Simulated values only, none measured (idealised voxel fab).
The following is a process module called voxel self aligned contacts.
The cross-section shown here is cut; it is 215 nm wide and divided into square cells measuring 5 nm on a side.
In what follows, cross-sections appear as grids of square cells, described through bands that run from the top down, where every band is one or more rows of cells. Band entry format. Leading values: height of top, height of bottom, nm. Remainder: materials in left-to-right order, each with its width in nm. Special words: "all across" on a single material, which then fills the band edge to edge; "blank", empty space. The level at which height equals 0 is the one under which the wafer, as it arrives, is entirely one material. No lower edge exists for the bottom band, which continues downward and is notated as in "top 0, no bottom". Quick explanation for "30 to 40": the width changes in equal steps down the rows of cells, from the first number in the band's top row to the second number in its bottom row. What does "no modifications" mean for a step? It means no cell of the cross-section changed in that step. What "Unvented internal voids" gives you is every empty space of 8 cells or more that is cut off from the top. Each appears as width x height at distance, with the distance taken from the left edge and width, height and distance all in nm. It should be noted that, on the line of a given step, the content following the step's settings is a remark produced by the simulator itself with respect to that step. A step's line can hold "overlay nm"; with a mask on that step, the setting says how far right of the planned place the mask lay, while a negative setting says it lay to the left.
Intended process steps:
- 1: op RECEIVE | material Si
- 2: op OXIDIZE | depth nm 5
- 3: op DIRECTIONAL_DEP | material polySi | thk nm 25
- 4: op DIRECTIONAL_DEP | material SiN | thk nm 25
- 5: op MASKED_ETCH | tone cover | mask id GATE | width nm 15 | pitch nm 65 | etch materials SiN | depth nm 25 | overlay nm 0
- 6: op MASKED_ETCH | tone cover | mask id GATE | width nm 25 | pitch nm 65 | etch materials polySi | depth nm 25 | overlay nm 0
- 7: op CONFORMAL_DEP | material SiN | thk nm 10
- 8: op DIRECTIONAL_ETCH | etch materials SiN | depth nm 10
- 9: op FILL_DEP | material SiO2 | thk nm 15
- 10: op CMP | height nm 55
- 11: op MASKED_ETCH | tone open | mask id CONTACT | width nm 50 | pitch nm 65 | etch materials SiO2 | depth nm 60 | overlay nm 0
- 12: op CONFORMAL_DEP | material TiN | thk nm 5
- 13: op FILL_DEP | material Ru | thk nm 10
- 14: op CMP | height nm 55
- 15: op CONFORMAL_DEP | material SiCN | thk nm 5
Where the wafers of this document differ is in the width nm of step 5; they start out the same, and the plan states the value that applied to the first wafer.
After step 1, as received: first of several wafers, cross-section:
top 0, no bottom  Si all across
Unvented internal voids: none
Here is how to read the rows: every wafer has a row, and it shows the wafer at the end of the module, giving for each material how many cells were gained (+) or lost (-) since the wafer was received, then listing its closed voids:
width nm 15 | +64 Ru | -43 Si | +43 SiCN | +165 SiN | +148 SiO2 | +64 TiN | +75 polySi | Unvented internal voids: none
width nm 20 | +54 Ru | -43 Si | +43 SiCN | +180 SiN | +143 SiO2 | +64 TiN | +75 polySi | Unvented internal voids: none
width nm 25 | +44 Ru | -43 Si | +43 SiCN | +195 SiN | +138 SiO2 | +64 TiN | +75 polySi | Unvented internal voids: none
width nm 30 | +22 Ru | -43 Si | +43 SiCN | +210 SiN | +130 SiO2 | +64 TiN | +90 polySi | Unvented internal voids: none
width nm 35 | -43 Si | +43 SiCN | +225 SiN | +122 SiO2 | +64 TiN | +105 polySi | Unvented internal voids: none
width nm 40 | -43 Si | +43 SiCN | +240 SiN | +114 SiO2 | +42 TiN | +120 polySi | Unvented internal voids: none
